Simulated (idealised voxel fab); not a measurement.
The document below concerns the process module designated voxel transistor to metal.
Shown is cross-section cut, with a width of 175 nm and square cells of size 5 nm.
Cross-section = grid of square cells, listed top down in bands; band = one or more rows. Basically the band line says how high the top is and how high the bottom is, in nm, and then what's in it from left to right, every material with its width in nm. Empty space shows up as "empty", and if a single material carries "throughout" it runs the full band edge to edge. Basically, 0 is our baseline, since under it the wafer straight out of the box is all one material. The bottom band has no lower end and keeps on going down, so it looks like "0 nm and below". So if you see something like "30->40" for the width, read it as the top row of the band sitting at the first number and the bottom row at the second, with every row in between moving by the same amount as the last. "no alterations made", as given for a step, is the statement that not any cell of the cross-section underwent a change during that step. Under "Closed cavity list" you'll find the enclosed gaps, the ones with no way out to the top, that are 8 cells or bigger; each reads width x height at distance, with distance counted from the left edge, everything in nm. That trailing text on a step's line, after the settings, is the simulator's own remark on the step. The setting "overlay nm" may be written on the line of a step. When the step uses a mask, the value reports how far to the right of the planned place the mask lay, and a negative value reports that it lay to the left.

The following list gives the planned process steps:
- 1: RECEIVE (material Si)
- 2: OXIDIZE (depth nm 5)
- 3: CONFORMAL_DEP (material SiN; thk nm 15)
- 4: DIRECTIONAL_DEP (material aC; thk nm 10)
- 5: PATTERN (tone cover; mask id ACTIVE; material resist; width nm 105; thk nm 30; overlay nm 0)
- 6: DIRECTIONAL_ETCH (etch materials aC; depth nm 10)
- 7: STRIP (etch materials resist)
- 8: DIRECTIONAL_ETCH (etch materials SiN; depth nm 15)
- 9: DIRECTIONAL_ETCH (etch materials SiO2; depth nm 5)
- 10: DIRECTIONAL_ETCH (etch materials Si; depth nm 35)
- 11: STRIP (etch materials aC)
- 12: OXIDIZE (depth nm 5)
- 13: FILL_DEP (material SiO2; thk nm 5)
- 14: CMP (height nm 15)
- 15: SELECTIVE_ETCH (etch materials SiO2; depth nm 5)
- 16: STRIP (etch materials SiN)
- 17: SELECTIVE_ETCH (etch materials SiO2; depth nm 5)
- 18: OXIDIZE (depth nm 5)
- 19: DIRECTIONAL_DEP (material polySi; thk nm 25)
- 20: DIRECTIONAL_DEP (material SiCN; thk nm 10)
- 21: PATTERN (tone cover; mask id GATE; material resist; width nm 15; thk nm 20; overlay nm 0)
- 22: DIRECTIONAL_ETCH (etch materials SiCN; depth nm 20)
- 23: DIRECTIONAL_ETCH (etch materials polySi; depth nm 35)
- 24: STRIP (etch materials resist)
- 25: CONFORMAL_DEP (material SiO2; thk nm 5)
- 26: DIRECTIONAL_ETCH (etch materials SiO2; depth nm 5)
- 27: CONFORMAL_DEP (material SiN; thk nm 5)
- 28: DIRECTIONAL_ETCH (etch materials SiN; depth nm 5)
- 29: DIRECTIONAL_ETCH (etch materials SiO2; depth nm 5)
- 30: DIRECTIONAL_ETCH (etch materials Si; depth nm 5)
- 31: EPI (material pSi; thk nm 5)
- 32: FILL_DEP (material SiO2; thk nm 5)
- 33: CMP (height nm 30)
- 34: DIRECTIONAL_DEP (material SiO2; thk nm 15)
- 35: DIRECTIONAL_DEP (material aC; thk nm 10)
- 36: PATTERN (tone open; mask id CONTACT; material resist; width nm 30; pitch nm 55; thk nm 30; overlay nm 0)
- 37: DIRECTIONAL_ETCH (etch materials aC; depth nm 10)
- 38: STRIP (etch materials resist)
- 39: DIRECTIONAL_ETCH (etch materials SiO2; depth nm 55)
- 40: STRIP (etch materials aC)
- 41: CONFORMAL_DEP (material TiN; thk nm 5)
- 42: FILL_DEP (material W; thk nm 5)
- 43: CMP (height nm 45)
- 44: CONFORMAL_DEP (material SiN; thk nm 5)
- 45: DIRECTIONAL_DEP (material SiO2; thk nm 15)
- 46: PATTERN (tone open; mask id METAL_1; material resist; width nm 20; pitch nm 65; thk nm 20; overlay nm 0)
- 47: DIRECTIONAL_ETCH (etch materials SiO2; depth nm 15)
- 48: DIRECTIONAL_ETCH (etch materials SiN; depth nm 5)
- 49: STRIP (etch materials resist)
- 50: CONFORMAL_DEP (material TiN; thk nm 5)
- 51: FILL_DEP (material Ru; thk nm 5)
- 52: CMP (height nm 65)
- 53: EPI (material Ru; thk nm 5)
- 54: FILL_DEP (material SiCN; thk nm 5)

Cross-section of the wafer as it came to us, i.e., already through step 1:
0 nm and below = Si throughout
Closed cavity list: none

First wafer of two, sectioned at end of module; run went per plan:
75 nm to 70 nm = SiCN throughout
70 nm to 65 nm = 40 of SiCN, 30 of Ru, 35 of SiCN, 30 of Ru, 40 of SiCN
65 nm to 50 nm = 45 of SiO2, 5 of TiN, 10 of Ru, 5 of TiN, 45 of SiO2, 5 of TiN, 10 of Ru, 5 of TiN, 45 of SiO2
50 nm to 45 nm = 45 of SiN, 20 of TiN, 45 of SiN, 20 of TiN, 45 of SiN
45 nm to 35 nm = 45 of SiO2, 5 of TiN, 20 of W, 5 of TiN, 25 of SiO2, 5 of TiN, 20 of W, 5 of TiN, 45 of SiO2
35 nm to 30 nm = 45 of SiO2, 5 of TiN, 15 of W, 10 of TiN, 25 of SiO2, 10 of TiN, 15 of W, 5 of TiN, 45 of SiO2
30 nm to 20 nm = 45 of SiO2, 5 of TiN, 15 of W, 5 of TiN, 5 of SiN, 5 of SiO2, 15 of SiCN, 5 of SiO2, 5 of SiN, 5 of TiN, 15 of W, 5 of TiN, 45 of SiO2
20 nm to 5 nm = 45 of SiO2, 5 of TiN, 15 of W, 5 of TiN, 5 of SiN, 5 of SiO2, 15 of polySi, 5 of SiO2, 5 of SiN, 5 of TiN, 15 of W, 5 of TiN, 45 of SiO2
5 nm to -5 nm = 35 of SiO2, 5 of SiN, 5 of SiO2, 5 of TiN, 15->10 of W, 5->10 of TiN, 5 of SiN, 5 of SiO2, 15 of polySi, 5 of SiO2, 5 of SiN, 5->10 of TiN, 15->10 of W, 5 of TiN, 5 of SiO2, 5 of SiN, 35 of SiO2
-5 nm to -10 nm = 45 of SiO2, 20 of TiN, 5 of pSi, 35 of SiO2, 5 of pSi, 20 of TiN, 45 of SiO2
-10 nm to -15 nm = 40 of SiO2, 30 of pSi, 35 of Si, 30 of pSi, 40 of SiO2
-15 nm to -45 nm = 40 of SiO2, 95 of Si, 40 of SiO2
-45 nm and below = Si throughout
Closed cavity list: none

Cross-section, second wafer: same start as the first, same plan as the first, one mistake in running it; taken at the end of the module:
75 nm to 70 nm = SiCN throughout
70 nm to 65 nm = 40 of SiCN, 30 of Ru, 35 of SiCN, 30 of Ru, 40 of SiCN
65 nm to 50 nm = 45 of SiO2, 5 of TiN, 10 of Ru, 5 of TiN, 45 of SiO2, 5 of TiN, 10 of Ru, 5 of TiN, 45 of SiO2
50 nm to 45 nm = 45 of SiN, 20 of TiN, 45 of SiN, 20 of TiN, 45 of SiN
45 nm to 35 nm = 45 of SiO2, 5 of TiN, 20 of W, 5 of TiN, 25 of SiO2, 5 of TiN, 20 of W, 5 of TiN, 45 of SiO2
35 nm to 30 nm = 45 of SiO2, 5 of TiN, 15 of W, 10 of TiN, 25 of SiO2, 10 of TiN, 15 of W, 5 of TiN, 45 of SiO2
30 nm to 20 nm = 45 of SiO2, 5 of TiN, 15 of W, 5 of TiN, 5 of SiN, 5 of SiO2, 15 of SiCN, 5 of SiO2, 5 of SiN, 5 of TiN, 15 of W, 5 of TiN, 45 of SiO2
20 nm to 5 nm = 45 of SiO2, 5 of TiN, 15 of W, 5 of TiN, 5 of SiN, 5 of SiO2, 15 of polySi, 5 of SiO2, 5 of SiN, 5 of TiN, 15 of W, 5 of TiN, 45 of SiO2
5 nm to -5 nm = 40 of SiO2, 5 of SiN, 5 of TiN, 15->10 of W, 5->10 of TiN, 5 of SiN, 5 of SiO2, 15 of polySi, 5 of SiO2, 5 of SiN, 5->10 of TiN, 15->10 of W, 5 of TiN, 5 of SiO2, 5 of SiN, 35 of SiO2
-5 nm to -10 nm = 45 of SiO2, 20 of TiN, 5 of pSi, 35 of SiO2, 5 of pSi, 20 of TiN, 45 of SiO2
-10 nm to -15 nm = 45 of SiO2, 25 of pSi, 35 of Si, 30 of pSi, 40 of SiO2
-15 nm to -45 nm = 45 of SiO2, 90 of Si, 40 of SiO2
-45 nm and below = Si throughout
Closed cavity list: none
Against the plan, the run slipped here: step 5 did not use the planned setting and instead ran as PATTERN (tone cover; mask id ACTIVE; material resist; width nm 100; thk nm 30; overlay nm 0)
Looking at both finished wafers in cells, the second ends up ahead of or behind the first on some materials: 6 fewer of Si | 7 more of SiO2 | 1 fewer of pSi
